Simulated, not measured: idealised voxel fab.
Presented below is a process module, voxel wiring stack.
Square cells of 5 nm make up the cross-section cut, whose width is 265 nm.
A cross-section in this document is a grid of square cells, and it is written down as bands, the top band listed before the ones below it; a band is made up of one or more rows of cells.
Basically the band line says how high the top is and how high the bottom is, in nm, and then what's in it from left to right, every material with its width in nm. Empty space shows up as "blank", and if a single material carries "full width" it runs the full band edge to edge.
Note: height 0 marks the level under which the wafer is uniformly one material as received. Lowest band unbounded below, written "0 -> down".
Quick explanation for "30->40": the width changes in equal steps down the rows of cells, from the first number in the band's top row to the second number in its bottom row.
When a step is marked "same as before", none of the cells in the cross-section changed during that step.
The label "Enclosed void entries" introduces a list of the empty spaces, 8 cells or larger, that have no open way up to the top; each entry in it reads width x height at distance, where the distance is taken from the left edge and all three are stated in nm.
It should be noted that, on the line of a given step, the content following the step's settings is a remark produced by the simulator itself with respect to that step.
Among the settings permitted on a step's line is "overlay nm"; applied to a step with a mask, it specifies the extent to which the mask lay to the right of its planned position, whereas a negative figure signifies a position to the left.
List of planned process steps
1,RECEIVE: material Si
2,CONFORMAL_DEP: material SiO2, thk nm 10
3,CONFORMAL_DEP: material SiN, thk nm 5
4,DIRECTIONAL_DEP: material SiO2, thk nm 15
5,DIRECTIONAL_DEP: material aC, thk nm 10
6,PATTERN: tone open, mask id METAL_1, material resist, width nm 20, pitch nm 45, thk nm 25, overlay nm 0
7,DIRECTIONAL_ETCH: etch materials aC, depth nm 10
8,STRIP: etch materials resist
9,DIRECTIONAL_ETCH: etch materials SiO2, depth nm 15
10,DIRECTIONAL_ETCH: etch materials SiN, depth nm 5
11,STRIP: etch materials aC
12,CONFORMAL_DEP: material TiN, thk nm 5
13,FILL_DEP: material W, thk nm 10
14,CMP: height nm 30
15,CONFORMAL_DEP: material SiCN, thk nm 5
16,DIRECTIONAL_DEP: material SiO2, thk nm 35
17,DIRECTIONAL_DEP: material aC, thk nm 10
18,PATTERN: tone open, mask id METAL_2_HOLES, material resist, width nm 15, pitch nm 90, thk nm 30, overlay nm 0
19,DIRECTIONAL_ETCH: etch materials aC, depth nm 10
20,STRIP: etch materials resist
21,DIRECTIONAL_ETCH: etch materials SiO2, depth nm 35
22,STRIP: etch materials aC
23,MASKED_ETCH: tone open, mask id METAL_2, width nm 20, pitch nm 45, etch materials SiO2, depth nm 20, overlay nm 0
24,MASKED_ETCH: tone open, mask id METAL_2, width nm 20, pitch nm 45, etch materials SiCN, depth nm 5, overlay nm 0
25,CONFORMAL_DEP: material TiN, thk nm 5
26,FILL_DEP: material Cu, thk nm 10
27,CMP: height nm 70
28,CONFORMAL_DEP: material SiCN, thk nm 5
29,DIRECTIONAL_DEP: material lowk, thk nm 25
30,PATTERN: tone open, mask id METAL_3, material resist, width nm 20, pitch nm 45, thk nm 20, overlay nm 0
31,DIRECTIONAL_ETCH: etch materials lowk, depth nm 15
32,STRIP: etch materials resist
33,MASKED_ETCH: tone open, mask id METAL_3_HOLES, width nm 15, pitch nm 45, etch materials lowk, depth nm 10, overlay nm 0
34,MASKED_ETCH: tone open, mask id METAL_3_HOLES, width nm 15, pitch nm 45, etch materials SiCN, depth nm 5, overlay nm 0
35,CONFORMAL_DEP: material TiN, thk nm 5
36,FILL_DEP: material Cu, thk nm 10
37,CMP: height nm 100
38,CONFORMAL_DEP: material SiCN, thk nm 5
39,DIRECTIONAL_DEP: material lowk, thk nm 25
40,MASKED_ETCH: tone open, mask id METAL_4_HOLES, width nm 15, pitch nm 45, etch materials lowk, depth nm 25, overlay nm 0
41,MASKED_ETCH: tone open, mask id METAL_4, width nm 20, pitch nm 45, etch materials lowk, depth nm 15, overlay nm 0
42,MASKED_ETCH: tone open, mask id METAL_4, width nm 20, pitch nm 45, etch materials SiCN, depth nm 5, overlay nm 0
43,CONFORMAL_DEP: material TiN, thk nm 5
44,FILL_DEP: material Ru, thk nm 10
45,CMP: height nm 130
46,CONFORMAL_DEP: material SiCN, thk nm 5
Received-state cross-section, reflecting completion of step 1
* 0 -> down: Si full width
* Enclosed void entries: none
End-of-module XS, first of two wafers, run as planned
* 135 -> 130: SiCN full width
* 130 -> 120: lowk=55, then TiN=5, then Ru=10, then TiN=5, then lowk=25, then TiN=5, then Ru=10, then TiN=5, then lowk=25, then TiN=5, then Ru=10, then TiN=5, then lowk=25, then TiN=5, then Ru=10, then TiN=5, then lowk=55
* 120 -> 115: lowk=55, then TiN=5, then Ru=5, then TiN=10, then lowk=25, then TiN=5, then Ru=5, then TiN=10, then lowk=25, then TiN=5, then Ru=5, then TiN=10, then lowk=25, then TiN=5, then Ru=5, then TiN=10, then lowk=55
* 115 -> 105: lowk=55, then TiN=5, then Ru=5, then TiN=5, then lowk=30, then TiN=5, then Ru=5, then TiN=5, then lowk=30, then TiN=5, then Ru=5, then TiN=5, then lowk=30, then TiN=5, then Ru=5, then TiN=5, then lowk=60
* 105 -> 100: SiCN=55, then TiN=15, then SiCN=30, then TiN=15, then SiCN=30, then TiN=15, then SiCN=30, then TiN=15, then SiCN=60
* 100 -> 90: lowk=55, then TiN=5, then Cu=10, then TiN=5, then lowk=25, then TiN=5, then Cu=10, then TiN=5, then lowk=25, then TiN=5, then Cu=10, then TiN=5, then lowk=25, then TiN=5, then Cu=10, then TiN=5, then lowk=55
* 90 -> 85: lowk=55, then TiN=5, then Cu=5, then TiN=10, then lowk=25, then TiN=5, then Cu=5, then TiN=10, then lowk=25, then TiN=5, then Cu=5, then TiN=10, then lowk=25, then TiN=5, then Cu=5, then TiN=10, then lowk=55
* 85 -> 75: lowk=55, then TiN=5, then Cu=5, then TiN=5, then lowk=30, then TiN=5, then Cu=5, then TiN=5, then lowk=30, then TiN=5, then Cu=5, then TiN=5, then lowk=30, then TiN=5, then Cu=5, then TiN=5, then lowk=60
* 75 -> 70: SiCN=55, then TiN=15, then SiCN=30, then TiN=15, then SiCN=30, then TiN=15, then SiCN=30, then TiN=15, then SiCN=60
* 70 -> 55: SiO2=55, then TiN=5, then Cu=10, then TiN=5, then SiO2=25, then TiN=5, then Cu=10, then TiN=5, then SiO2=25, then TiN=5, then Cu=10, then TiN=5, then SiO2=25, then TiN=5, then Cu=10, then TiN=5, then SiO2=55
* 55 -> 50: SiO2=55, then TiN=5, then Cu=5, then TiN=10, then SiO2=25, then TiN=20, then SiO2=25, then TiN=5, then Cu=5, then TiN=10, then SiO2=25, then TiN=20, then SiO2=55
* 50 -> 35: SiO2=55, then TiN=5, then Cu=5, then TiN=5, then SiO2=75, then TiN=5, then Cu=5, then TiN=5, then SiO2=105
* 35 -> 30: SiCN=55, then TiN=15, then SiCN=75, then TiN=15, then SiCN=105
* 30 -> 15: SiO2=55, then TiN=5, then W=10, then TiN=5, then SiO2=25, then TiN=5, then W=10, then TiN=5, then SiO2=25, then TiN=5, then W=10, then TiN=5, then SiO2=25, then TiN=5, then W=10, then TiN=5, then SiO2=55
* 15 -> 10: SiN=55, then TiN=20, then SiN=25, then TiN=20, then SiN=25, then TiN=20, then SiN=25, then TiN=20, then SiN=55
* 10 -> 0: SiO2 full width
* 0 -> down: Si full width
* Enclosed void entries: none
Wafer two cross-section, module end. Start and plan unchanged from wafer one; one mistake made during the run
* 135 -> 130: SiCN full width
* 130 -> 120: lowk=55, then TiN=5, then Ru=10, then TiN=5, then lowk=25, then TiN=5, then Ru=10, then TiN=5, then lowk=25, then TiN=5, then Ru=10, then TiN=5, then lowk=25, then TiN=5, then Ru=10, then TiN=5, then lowk=55
* 120 -> 115: lowk=55, then TiN=5, then Ru=5, then TiN=10, then lowk=25, then TiN=5, then Ru=5, then TiN=10, then lowk=25, then TiN=5, then Ru=5, then TiN=10, then lowk=25, then TiN=5, then Ru=5, then TiN=10, then lowk=55
* 115 -> 105: lowk=55, then TiN=5, then Ru=5, then TiN=5, then lowk=30, then TiN=5, then Ru=5, then TiN=5, then lowk=30, then TiN=5, then Ru=5, then TiN=5, then lowk=30, then TiN=5, then Ru=5, then TiN=5, then lowk=60
* 105 -> 100: lowk=55, then TiN=15, then lowk=30, then TiN=15, then lowk=30, then TiN=15, then lowk=30, then TiN=15, then lowk=60
* 100 -> 90: lowk=55, then TiN=5, then Cu=10, then TiN=5, then lowk=25, then TiN=5, then Cu=10, then TiN=5, then lowk=25, then TiN=5, then Cu=10, then TiN=5, then lowk=25, then TiN=5, then Cu=10, then TiN=5, then lowk=55
* 90 -> 85: lowk=55, then TiN=5, then Cu=5, then TiN=10, then lowk=25, then TiN=5, then Cu=5, then TiN=10, then lowk=25, then TiN=5, then Cu=5, then TiN=10, then lowk=25, then TiN=5, then Cu=5, then TiN=10, then lowk=55
* 85 -> 75: lowk=55, then TiN=5, then Cu=5, then TiN=5, then lowk=30, then TiN=5, then Cu=5, then TiN=5, then lowk=30, then TiN=5, then Cu=5, then TiN=5, then lowk=30, then TiN=5, then Cu=5, then TiN=5, then lowk=60
* 75 -> 70: SiCN=55, then TiN=15, then SiCN=30, then TiN=15, then SiCN=30, then TiN=15, then SiCN=30, then TiN=15, then SiCN=60
* 70 -> 55: SiO2=55, then TiN=5, then Cu=10, then TiN=5, then SiO2=25, then TiN=5, then Cu=10, then TiN=5, then SiO2=25, then TiN=5, then Cu=10, then TiN=5, then SiO2=25, then TiN=5, then Cu=10, then TiN=5, then SiO2=55
* 55 -> 50: SiO2=55, then TiN=5, then Cu=5, then TiN=10, then SiO2=25, then TiN=20, then SiO2=25, then TiN=5, then Cu=5, then TiN=10, then SiO2=25, then TiN=20, then SiO2=55
* 50 -> 35: SiO2=55, then TiN=5, then Cu=5, then TiN=5, then SiO2=75, then TiN=5, then Cu=5, then TiN=5, then SiO2=105
* 35 -> 30: SiCN=55, then TiN=15, then SiCN=75, then TiN=15, then SiCN=105
* 30 -> 15: SiO2=55, then TiN=5, then W=10, then TiN=5, then SiO2=25, then TiN=5, then W=10, then TiN=5, then SiO2=25, then TiN=5, then W=10, then TiN=5, then SiO2=25, then TiN=5, then W=10, then TiN=5, then SiO2=55
* 15 -> 10: SiN=55, then TiN=20, then SiN=25, then TiN=20, then SiN=25, then TiN=20, then SiN=25, then TiN=20, then SiN=55
* 10 -> 0: SiO2 full width
* 0 -> down: Si full width
* Enclosed void entries: none
The mistake made against the process plan was this: step 38 ran differently from the plan; actual operation with settings: CONFORMAL_DEP: material lowk, thk nm 5
End of process, cell counts, second wafer against first, materials with more or fewer: SiCN -41 | lowk +41
